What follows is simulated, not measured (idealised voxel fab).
Module name: voxel self aligned vias (process module)
Displayed cross-section: cut, width of 160 nm, square cells sized 5 nm.
Throughout this document, each cross-section is represented as a grid of square cells and is presented as a sequence of bands enumerated from the top downward, where a band comprises one or more rows of cells. What a band's entry tells you: where the top is and where the bottom is, as heights in nm, and after that what lies inside, material by material from left to right, each with its width in nm. Empty space is written as the word "empty", and a single material marked with the word "all across" occupies the band from edge to edge. Beneath 0, the wafer as received is one material, and that level is where height counting begins. The lowest band goes on downward without a bottom; it is written like "from 0 down". Top row gets the first number, bottom row gets the second, and each row in between changes by the same step: that is how a band width like "30 to 40" works. You'll sometimes find "no modifications" written for a step, and that's the way of saying that nowhere in the cross-section did a cell change during that step. The list in "Completely sealed voids" covers empty spaces of 8 cells or more that cannot reach the top through any open way, and it gives each as width x height at distance; the distance is from the left edge, and width, height and distance are in nm. If you see something after the settings on a step's line, that's the simulator's own remark about that step. The setting "overlay nm" may be written on the line of a step. When the step uses a mask, the value reports how far to the right of the planned place the mask lay, and a negative value reports that it lay to the left.

So here's the lineup of process steps we planned:
step 1: RECEIVE,material Si
step 2: CONFORMAL_DEP,material SiO2,thk nm 15
step 3: CONFORMAL_DEP,material SiCN,thk nm 5
step 4: DIRECTIONAL_DEP,material SiO2,thk nm 25
step 5: MASKED_ETCH,tone open,mask id LINES,width nm 25,pitch nm 50,etch materials SiO2,depth nm 25,overlay nm 0
step 6: CONFORMAL_DEP,material TiN,thk nm 5
step 7: FILL_DEP,material Ru,thk nm 10
step 8: CMP,height nm 45
step 9: SELECTIVE_ETCH,etch materials W Ru TiN,depth nm 10
step 10: FILL_DEP,material SiN,thk nm 5
step 11: CMP,height nm 45
step 12: DIRECTIONAL_DEP,material SiO2,thk nm 20
step 13: PATTERN,tone open,mask id VIAS,material resist,width nm 35,pitch nm 50,thk nm 20,overlay nm 0
step 14: DIRECTIONAL_ETCH,etch materials SiO2,depth nm 20
step 15: DIRECTIONAL_ETCH,etch materials SiN,depth nm 10
step 16: STRIP,etch materials resist
step 17: CONFORMAL_DEP,material TiN,thk nm 5
step 18: FILL_DEP,material W,thk nm 10
step 19: CMP,height nm 65
step 20: CONFORMAL_DEP,material SiCN,thk nm 5

Run as planned: first of two wafers:

Cross-section of the incoming wafer, state after step 1:
> from 0 down | Si all across
> Completely sealed voids: none

Presented here is a cross-section of the wafer after step 2 has been performed:
> from 15 to 0 | SiO2 all across
> At heights below 0, the structure remains unaltered.

Presented here is a cross-section of the wafer after step 3 has been performed:
> from 20 to 15 | SiCN all across
> At heights below 15, the structure remains unaltered.

Presented here is a cross-section of the wafer after step 4 has been performed:
> from 45 to 20 | SiO2 all across
> At heights below 20, the structure remains unaltered.

Presented here is a cross-section of the wafer after step 5 has been performed:
> from 45 to 20 | SiO2 40; empty 25; SiO2 25; empty 25; SiO2 45
> At heights below 20, the structure remains unaltered.

Presented here is a cross-section of the wafer after step 6 has been performed:
> from 50 to 45 | TiN 45; empty 15; TiN 35; empty 15; TiN 50
> from 45 to 25 | SiO2 40; TiN 5; empty 15; TiN 5; SiO2 25; TiN 5; empty 15; TiN 5; SiO2 45
> from 25 to 20 | SiO2 40; TiN 25; SiO2 25; TiN 25; SiO2 45
> At heights below 20, the structure remains unaltered.

Presented here is a cross-section of the wafer after step 7 has been performed:
> from 60 to 50 | Ru all across
> from 50 to 45 | TiN 45; Ru 15; TiN 35; Ru 15; TiN 50
> from 45 to 25 | SiO2 40; TiN 5; Ru 15; TiN 5; SiO2 25; TiN 5; Ru 15; TiN 5; SiO2 45
> At heights below 25, the structure remains unaltered.

Presented here is a cross-section of the wafer after step 8 has been performed:
> from 45 to 25 | SiO2 40; TiN 5; Ru 15; TiN 5; SiO2 25; TiN 5; Ru 15; TiN 5; SiO2 45
> At heights below 25, the structure remains unaltered.

Presented here is a cross-section of the wafer after step 9 has been performed:
> from 45 to 35 | SiO2 40; empty 25; SiO2 25; empty 25; SiO2 45
> At heights below 35, the structure remains unaltered.

Presented here is a cross-section of the wafer after step 10 has been performed:
> from 50 to 45 | SiN all across
> from 45 to 35 | SiO2 40; SiN 25; SiO2 25; SiN 25; SiO2 45
> At heights below 35, the structure remains unaltered.

Presented here is a cross-section of the wafer after step 11 has been performed:
> from 45 to 35 | SiO2 40; SiN 25; SiO2 25; SiN 25; SiO2 45
> At heights below 35, the structure remains unaltered.

Presented here is a cross-section of the wafer after step 12 has been performed:
> from 65 to 45 | SiO2 all across
> At heights below 45, the structure remains unaltered.

Presented here is a cross-section of the wafer after step 13 has been performed:
> from 85 to 65 | resist 35; empty 35; resist 15; empty 35; resist 40
> At heights below 65, the structure remains unaltered.

Presented here is a cross-section of the wafer after step 14 has been performed:
> from 85 to 65 | resist 35; empty 35; resist 15; empty 35; resist 40
> from 65 to 45 | SiO2 35; empty 35; SiO2 15; empty 35; SiO2 40
> At heights below 45, the structure remains unaltered.

Presented here is a cross-section of the wafer after step 15 has been performed:
> from 85 to 65 | resist 35; empty 35; resist 15; empty 35; resist 40
> from 65 to 45 | SiO2 35; empty 35; SiO2 15; empty 35; SiO2 40
> from 45 to 35 | SiO2 40; empty 25; SiO2 25; empty 25; SiO2 45
> At heights below 35, the structure remains unaltered.

Presented here is a cross-section of the wafer after step 16 has been performed:
> from 65 to 45 | SiO2 35; empty 35; SiO2 15; empty 35; SiO2 40
> At heights below 45, the structure remains unaltered.

Presented here is a cross-section of the wafer after step 17 has been performed:
> from 70 to 65 | TiN 40; empty 25; TiN 25; empty 25; TiN 45
> from 65 to 50 | SiO2 35; TiN 5; empty 25; TiN 5; SiO2 15; TiN 5; empty 25; TiN 5; SiO2 40
> from 50 to 40 | SiO2 35 to 40; TiN 10 to 5; empty 15; TiN 10 to 5; SiO2 15 to 25; TiN 10 to 5; empty 15; TiN 10 to 5; SiO2 40 to 45
> from 40 to 35 | SiO2 40; TiN 25; SiO2 25; TiN 25; SiO2 45
> At heights below 35, the structure remains unaltered.

Presented here is a cross-section of the wafer after step 18 has been performed:
> from 80 to 70 | W all across
> from 70 to 65 | TiN 40; W 25; TiN 25; W 25; TiN 45
> from 65 to 50 | SiO2 35; TiN 5; W 25; TiN 5; SiO2 15; TiN 5; W 25; TiN 5; SiO2 40
> from 50 to 40 | SiO2 35 to 40; TiN 10 to 5; W 15; TiN 10 to 5; SiO2 15 to 25; TiN 10 to 5; W 15; TiN 10 to 5; SiO2 40 to 45
> At heights below 40, the structure remains unaltered.

Presented here is a cross-section of the wafer after step 19 has been performed:
> from 65 to 50 | SiO2 35; TiN 5; W 25; TiN 5; SiO2 15; TiN 5; W 25; TiN 5; SiO2 40
> At heights below 50, the structure remains unaltered.

Presented here is a cross-section of the wafer after step 20 has been performed:
> from 70 to 65 | SiCN all across
> At heights below 65, the structure remains unaltered.

For the second wafer, take the first wafer's start and plan, then add one mistake made in running it; everything through step 13, that step included, is shared with the first:

Cross-sectional view of the second wafer at the intended end time of process step 14:
> from 85 to 65 | resist 35; empty 35; resist 15; empty 35; resist 40
> from 65 to 45 | SiO2 35; empty 35; SiO2 15; empty 35; SiO2 40
> from 45 to 35 | SiO2 35; empty 5; SiN 25; empty 5; SiO2 15; empty 5; SiN 25; empty 5; SiO2 40
> from 35 to 25 | SiO2 35; empty 5; TiN 5; Ru 15; TiN 5; empty 5; SiO2 15; empty 5; TiN 5; Ru 15; TiN 5; empty 5; SiO2 40
> At heights below 25, the structure remains unaltered.

Cross-sectional view of the second wafer at the intended end time of process step 15:
> from 85 to 65 | resist 35; empty 35; resist 15; empty 35; resist 40
> from 65 to 35 | SiO2 35; empty 35; SiO2 15; empty 35; SiO2 40
> At heights below 35, the structure remains unaltered.

Cross-sectional view of the second wafer at the intended end time of process step 16:
> from 65 to 35 | SiO2 35; empty 35; SiO2 15; empty 35; SiO2 40
> At heights below 35, the structure remains unaltered.

Cross-sectional view of the second wafer at the intended end time of process step 17:
> from 70 to 65 | TiN 40; empty 25; TiN 25; empty 25; TiN 45
> from 65 to 40 | SiO2 35; TiN 5; empty 25; TiN 5; SiO2 15; TiN 5; empty 25; TiN 5; SiO2 40
> from 40 to 35 | SiO2 35; TiN 35; SiO2 15; TiN 35; SiO2 40
> from 35 to 25 | SiO2 35; TiN 10; Ru 15; TiN 10; SiO2 15; TiN 10; Ru 15; TiN 10; SiO2 40
> At heights below 25, the structure remains unaltered.

Cross-sectional view of the second wafer at the intended end time of process step 18:
> from 80 to 70 | W all across
> from 70 to 65 | TiN 40; W 25; TiN 25; W 25; TiN 45
> from 65 to 40 | SiO2 35; TiN 5; W 25; TiN 5; SiO2 15; TiN 5; W 25; TiN 5; SiO2 40
> At heights below 40, the structure remains unaltered.

Cross-sectional view of the second wafer at the intended end time of process step 19:
> from 65 to 40 | SiO2 35; TiN 5; W 25; TiN 5; SiO2 15; TiN 5; W 25; TiN 5; SiO2 40
> At heights below 40, the structure remains unaltered.

Cross-sectional view of the second wafer at the intended end time of process step 20:
> from 70 to 65 | SiCN all across
> At heights below 65, the structure remains unaltered.
Plan not followed: twice over, step 14 of the plan was run
End check, counted in cells, second wafer has more or fewer of these materials than the first: SiO2: 16 fewer, TiN: 8 more, W: 8 more
